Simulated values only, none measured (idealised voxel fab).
You're looking at the process module voxel capacitor over wiring.
Section cut is 280 nm wide and gridded with 5 nm square cells.
Cross-section = grid of square cells, listed top down in bands; band = one or more rows. Heights first: top, then bottom, in nm. Then materials, left to right, each with a width in nm. "all across" on a single material: fills the band edge to edge. "air": empty space. Beneath 0, the wafer as received is one material, and that level is where height counting begins. The lowest band goes on downward without a bottom; it is written like "0 -> down". It should be noted that a width expressed as "30->40" varies in equal increments from row to row of cells within the band, taking the value of the first number at the top row and that of the second number at the bottom row. No cell of the cross-section changed in a step that is given as "no modification". Heads up: "Closed void catalog" only lists the empty pockets with no open path to the top that are 8 cells or more, and it writes them as width x height at distance, distance from the left edge, in nm. Heads up: the bit after the settings on a step's line is the simulator's remark on that step. Each step line may optionally specify "overlay nm", which for a step with a mask gives the rightward distance between the mask's planned place and where it lay, a negative value indicating the leftward direction.

-- Planned process steps
step 1: RECEIVE, material Si
step 2: CONFORMAL_DEP, material SiO2, thk nm 10
step 3: DIRECTIONAL_DEP, material TiN, thk nm 5
step 4: DIRECTIONAL_DEP, material W, thk nm 20
step 5: MASKED_ETCH, tone cover, mask id METAL_1, width nm 15, pitch nm 85, etch materials W, depth nm 20, overlay nm 0
step 6: MASKED_ETCH, tone cover, mask id METAL_1, width nm 25, pitch nm 85, etch materials TiN, depth nm 5, overlay nm 0
step 7: CONFORMAL_DEP, material SiN, thk nm 5
step 8: FILL_DEP, material lowk, thk nm 5
step 9: CMP, height nm 35
step 10: CONFORMAL_DEP, material SiCN, thk nm 5
step 11: DIRECTIONAL_DEP, material SiO2, thk nm 15
step 12: PATTERN, tone open, mask id PLUG_1, material resist, width nm 15, thk nm 15, overlay nm 0
step 13: DIRECTIONAL_ETCH, etch materials SiO2, depth nm 15
step 14: DIRECTIONAL_ETCH, etch materials SiCN, depth nm 5
step 15: STRIP, etch materials resist
step 16: EPI, material Ru, thk nm 10
step 17: EPI, material Ru, thk nm 10
step 18: DIRECTIONAL_DEP, material TiN, thk nm 10
step 19: DIRECTIONAL_DEP, material HfO2, thk nm 5
step 20: DIRECTIONAL_DEP, material TiN, thk nm 5
step 21: DIRECTIONAL_DEP, material aC, thk nm 15
step 22: PATTERN, tone cover, mask id UPPER_PLATE, material resist, width nm 65, thk nm 30, overlay nm 0
step 23: DIRECTIONAL_ETCH, etch materials aC, depth nm 15
step 24: STRIP, etch materials resist
step 25: DIRECTIONAL_ETCH, etch materials TiN, depth nm 5
step 26: DIRECTIONAL_ETCH, etch materials HfO2, depth nm 5
step 27: STRIP, etch materials aC
step 28: DIRECTIONAL_DEP, material aC, thk nm 15
step 29: PATTERN, tone cover, mask id LOWER_PLATE, material resist, width nm 75, thk nm 35, overlay nm 0
step 30: DIRECTIONAL_ETCH, etch materials aC, depth nm 15
step 31: STRIP, etch materials resist
step 32: DIRECTIONAL_ETCH, etch materials TiN, depth nm 10
step 33: STRIP, etch materials aC
step 34: FILL_DEP, material SiO2, thk nm 15
step 35: CMP, height nm 85
step 36: DIRECTIONAL_DEP, material aC, thk nm 15
step 37: PATTERN, tone open, mask id PLUG_2, material resist, width nm 15, thk nm 35, overlay nm 0
step 38: DIRECTIONAL_ETCH, etch materials aC, depth nm 15
step 39: STRIP, etch materials resist
step 40: DIRECTIONAL_ETCH, etch materials SiO2, depth nm 10
step 41: STRIP, etch materials aC
step 42: CONFORMAL_DEP, material TiN, thk nm 5
step 43: FILL_DEP, material Cu, thk nm 5
step 44: CMP, height nm 85
step 45: CONFORMAL_DEP, material SiCN, thk nm 5
The width nm used in step 5 is not the same on every wafer, whereas the starting condition is; the value printed in the plan is the first wafer's.

-- First of several wafers (as received, post step 1), cross-sectional view
* 0 -> down = Si all across
* Closed void catalog: none

-- Cross-section after step 45, the final step of the module, for the first of several wafers
* 90 -> 85 = SiCN all across
* 85 -> 80 = 105 of SiO2, then 5 of TiN, then 5 of Cu, then 5 of TiN, then 160 of SiO2
* 80 -> 70 = 105->95 of SiO2, then 15->65 of TiN, then 160->120 of SiO2
* 70 -> 65 = 95 of SiO2, then 65 of HfO2, then 120 of SiO2
* 65 -> 55 = 90 of SiO2, then 75 of TiN, then 115 of SiO2
* 55 -> 40 = 95 of SiO2, then 15 of Ru, then 170 of SiO2
* 40 -> 35 = 95 of SiCN, then 15 of Ru, then 170 of SiCN
* 35 -> 20 = 85 of lowk, then 5 of SiN, then 15 of W, then 5 of SiN, then 60 of lowk, then 5 of SiN, then 15 of W, then 5 of SiN, then 85 of lowk
* 20 -> 15 = 80 of lowk, then 10 of SiN, then 15 of W, then 10 of SiN, then 50 of lowk, then 10 of SiN, then 15 of W, then 10 of SiN, then 80 of lowk
* 15 -> 10 = 85 of SiN, then 25 of TiN, then 60 of SiN, then 25 of TiN, then 85 of SiN
* 10 -> 0 = SiO2 all across
* 0 -> down = Si all across
* Closed void catalog: none

-- Last-wafer cross-section at the end of the module
* 90 -> 85 = SiCN all across
* 85 -> 80 = 105 of SiO2, then 5 of TiN, then 5 of Cu, then 5 of TiN, then 160 of SiO2
* 80 -> 70 = 105->95 of SiO2, then 15->65 of TiN, then 160->120 of SiO2
* 70 -> 65 = 95 of SiO2, then 65 of HfO2, then 120 of SiO2
* 65 -> 55 = 90 of SiO2, then 75 of TiN, then 115 of SiO2
* 55 -> 40 = 95 of SiO2, then 15 of Ru, then 170 of SiO2
* 40 -> 35 = 95 of SiCN, then 15 of Ru, then 170 of SiCN
* 35 -> 15 = 75 of lowk, then 5 of SiN, then 40 of W, then 5 of SiN, then 35 of lowk, then 5 of SiN, then 40 of W, then 5 of SiN, then 70 of lowk
* 15 -> 10 = 80 of SiN, then 40 of TiN, then 45 of SiN, then 40 of TiN, then 75 of SiN
* 10 -> 0 = SiO2 all across
* 0 -> down = Si all across
* Closed void catalog: none

-- What follows is a table in which each wafer occupies a row; for the wafer as it stands at the close of the module, the row states, material by material, how many cells have been gained (+) or lost (-) since receipt, and then gives its closed voids
width nm 15; +1 Cu; +13 HfO2; +12 Ru; +109 SiCN; +66 SiN; +545 SiO2; +58 TiN; +24 W; +180 lowk; Closed void catalog: none
width nm 20; +1 Cu; +13 HfO2; +12 Ru; +109 SiCN; +64 SiN; +545 SiO2; +58 TiN; +32 W; +174 lowk; Closed void catalog: none
width nm 25; +1 Cu; +13 HfO2; +12 Ru; +109 SiCN; +62 SiN; +545 SiO2; +58 TiN; +40 W; +168 lowk; Closed void catalog: none
width nm 30; +1 Cu; +13 HfO2; +12 Ru; +109 SiCN; +60 SiN; +545 SiO2; +60 TiN; +48 W; +160 lowk; Closed void catalog: none
width nm 35; +1 Cu; +13 HfO2; +12 Ru; +109 SiCN; +58 SiN; +545 SiO2; +62 TiN; +56 W; +152 lowk; Closed void catalog: none
width nm 40; +1 Cu; +13 HfO2; +12 Ru; +109 SiCN; +56 SiN; +545 SiO2; +64 TiN; +64 W; +144 lowk; Closed void catalog: none
